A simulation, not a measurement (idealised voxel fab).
process module | voxel trench capacitor
cross-section cut | 300 nm wide | cells 5 nm
Cross-sections here: square-cell grids, written as top-down lists of bands, a band being one or more rows of cells.
Basically the band line says how high the top is and how high the bottom is, in nm, and then what's in it from left to right, every material with its width in nm. Empty space shows up as "air", and if a single material carries "everywhere" it runs the full band edge to edge.
Height reference: 0 = level under which incoming wafer is all one material. Lowest band: no bottom, runs on downward, e.g. "0 nm and below".
Think of "30 to 40" as a width that walks from the first number to the second as you go down the band, top row to bottom row, taking equal-sized steps from row to row.
Step marked "nothing was modified"? Then no cell in the cross-section changed in it.
"Enclosed internal voids" lists enclosed empty spaces (at least 8 cells, no open path upward to the top), each as width x height at distance from the left edge, in nm.
after a step's settings: what the simulator itself notes on the step
overlay nm: for a step with a mask, the amount by which the mask lay right of where it was planned; a negative amount means left of it.

Process steps foreseen in the plan
step 1: RECEIVE, material Si
step 2: CONFORMAL_DEP, material SiN, thk nm 10
step 3: PATTERN, tone open, mask id TRENCH, material resist, width nm 15, pitch nm 40, thk nm 20, overlay nm 0
step 4: DIRECTIONAL_ETCH, etch materials SiN, depth nm 10
step 5: DIRECTIONAL_ETCH, etch materials Si, depth nm 25
step 6: STRIP, etch materials resist
step 7: CONFORMAL_DEP, material Al2O3, thk nm 5
step 8: FILL_DEP, material polySi, thk nm 5
step 9: CMP, height nm 10

Wafer cross-section on receipt, i.e. after step 1
- 0 nm and below  Si everywhere
- Enclosed internal voids: none

Same starting wafer, same plan as above, one mistake in the execution; this is the cross-section at the end of the module
- 10 nm to 0 nm  75 SiN, 5 Al2O3, 15 polySi, 5 Al2O3, 15 SiN, 5 Al2O3, 15 polySi, 5 Al2O3, 15 SiN, 5 Al2O3, 15 polySi, 5 Al2O3, 15 SiN, 5 Al2O3, 15 polySi, 5 Al2O3, 80 SiN
- 0 nm to -20 nm  75 Si, 5 Al2O3, 15 polySi, 5 Al2O3, 15 Si, 5 Al2O3, 15 polySi, 5 Al2O3, 15 Si, 5 Al2O3, 15 polySi, 5 Al2O3, 15 Si, 5 Al2O3, 15 polySi, 5 Al2O3, 80 Si
- -20 nm to -25 nm  75 Si, 25 Al2O3, 15 Si, 25 Al2O3, 15 Si, 25 Al2O3, 15 Si, 25 Al2O3, 80 Si
- -25 nm and below  Si everywhere
- Enclosed internal voids: none
Diagnosis: off-plan run, step 3, actual operation and settings PATTERN, tone open, mask id TRENCH, material resist, width nm 25, pitch nm 40, thk nm 20, overlay nm 0
